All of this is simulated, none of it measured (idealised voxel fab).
Documented hereafter: the process module known as voxel ribs on slabs.
Cross-section cut spans 270 nm and uses square cells 5 nm in size.
We lay out every cross-section as a grid of square cells and spell it out in bands from the top down, where one band means one or more rows of cells.
Within each band entry, the heights of the top and of the bottom of the band appear first, in that order and in nm; the materials of the band then follow from left to right, each with its corresponding width in nm. The designation "throughout" on a single material indicates that it fills the band from edge to edge; the designation "empty" indicates empty space.
For the purposes of this specification, 0 denotes the height below which the wafer in its as-received condition is composed wholly of one material, and the lowermost band, lacking a lower limit, extends downward without end, as expressed in "top 0, no bottom".
A two-number width, for instance "30..40", indicates that the width is equal to the first number in the top row of the band and to the second number in the bottom row, and that it changes by a constant amount per row of cells.
Any step labelled "same as before" changed none of the cells in the cross-section.
"Fully closed voids" lists enclosed empty spaces (at least 8 cells, no open path upward to the top), each as width x height at distance from the left edge, in nm.
Anything after a step's settings on that line? It's the simulator's own note about the step.
Among the settings permitted on a step's line is "overlay nm"; applied to a step with a mask, it specifies the extent to which the mask lay to the right of its planned position, whereas a negative figure signifies a position to the left.

SET OUT BELOW ARE THE PLANNED STEPS OF THE PROCESS
1. RECEIVE: material Si
2. DIRECTIONAL_DEP: material SiO2, thk nm 30
3. DIRECTIONAL_DEP: material SiN, thk nm 20
4. DIRECTIONAL_DEP: material aC, thk nm 10
5. PATTERN: tone cover, mask id RIB, material resist, width nm 15, thk nm 30, overlay nm 0
6. DIRECTIONAL_ETCH: etch materials aC, depth nm 10
7. STRIP: etch materials resist
8. DIRECTIONAL_ETCH: etch materials SiN, depth nm 15
9. STRIP: etch materials aC
10. MASKED_ETCH: tone cover, mask id SLAB, width nm 75, etch materials SiN, depth nm 5, overlay nm 0
11. FILL_DEP: material SiO2, thk nm 25
12. CMP: height nm 70
13. DIRECTIONAL_DEP: material W, thk nm 5
14. MASKED_ETCH: tone cover, mask id HEATER, width nm 25, etch materials W, depth nm 5, overlay nm 0
15. CONFORMAL_DEP: material SiO2, thk nm 5

CROSS-SECTIONAL VIEW OF THE WAFER IN ITS AS-RECEIVED CONDITION, CORRESPONDING TO THE STATE AFTER STEP 1
  top 0, no bottom: Si throughout
  Fully closed voids: none

WHAT THE WAFER LOOKS LIKE IN CROSS-SECTION AFTER THIS MODULE, WHEN IT STARTS AS SHOWN ABOVE AND FOLLOWS THE PLAN ABOVE BUT ONE MISTAKE IS MADE IN RUNNING IT
  top 80, bottom 75: 115 of empty  35 of SiO2  120 of empty
  top 75, bottom 70: 120 of SiO2  25 of W  125 of SiO2
  top 70, bottom 45: SiO2 throughout
  top 45, bottom 35: 125 of SiO2  15 of SiN  130 of SiO2
  top 35, bottom 30: 95 of SiN  30 of SiO2  15 of SiN  30 of SiO2  100 of SiN
  top 30, bottom 0: SiO2 throughout
  top 0, no bottom: Si throughout
  Fully closed voids: none
Run error: step 10 ran differently from the plan; actual operation with settings: MASKED_ETCH: tone open, mask id SLAB, width nm 75, etch materials SiN, depth nm 5, overlay nm 0
